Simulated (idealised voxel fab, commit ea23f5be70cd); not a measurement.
process module | voxel released beams
cross-section cut | 230 nm wide | cells 5 nm
A cross-section is a grid of square cells, given in bands from the top down. A band is one or more rows of cells.
Each band's line starts with the height of the band's top and of its bottom, in nm. Then come its materials from left to right, each with its width in nm. One material with "throughout" fills the band from edge to edge. "air" is empty space.
Height 0 is the level under which the wafer as received is all one material. The lowest band goes on downwards, as in "0 down".
A width such as "30 to 40" changes by the same amount from each row of cells to the next, from the band's top row to its bottom row.
"no change" after a step means that no cell of the cross-section changed.
closed voids: empty space of 8 cells or more with no open way to the top, each as width x height at its distance from the left edge, in nm
after a step's settings: what the simulator itself notes on the step
overlay nm, on a step with a mask: how far to the right of its planned place the mask lay; to the left if negative
plan
1 op RECEIVE | material Si
2 op CONFORMAL_DEP | material SiN | thk nm 5
3 op DIRECTIONAL_DEP | material SiO2 | thk nm 10
4 op PATTERN | tone open | mask id ANCHOR | material resist | width nm 25 | thk nm 20 | overlay nm 0
5 op DIRECTIONAL_ETCH | etch materials SiO2 | depth nm 10
6 op STRIP | etch materials resist
7 op CONFORMAL_DEP | material polySi | thk nm 10
8 op DIRECTIONAL_DEP | material aC | thk nm 10
9 op PATTERN | tone cover | mask id BEAM | material resist | width nm 95 | thk nm 30 | overlay nm 0
10 op DIRECTIONAL_ETCH | etch materials aC | depth nm 10
11 op STRIP | etch materials resist
12 op DIRECTIONAL_ETCH | etch materials polySi | depth nm 10
13 op STRIP | etch materials aC
14 op STRIP | etch materials SiO2
as received, after step 1
  0 down: Si throughout
  closed voids: none
a wafer at the end: this start, this plan, one mistake
  25 to 15: air 75 | polySi 5 | air 5 | polySi 85 | air 60
  15 to 5: air 70 | polySi 25 | air 135
  5 to 0: SiN throughout
  0 down: Si throughout
  closed voids: none
what went wrong: step 9 ran as: op PATTERN | tone cover | mask id BEAM | material resist | width nm 95 | thk nm 30 | overlay nm 10
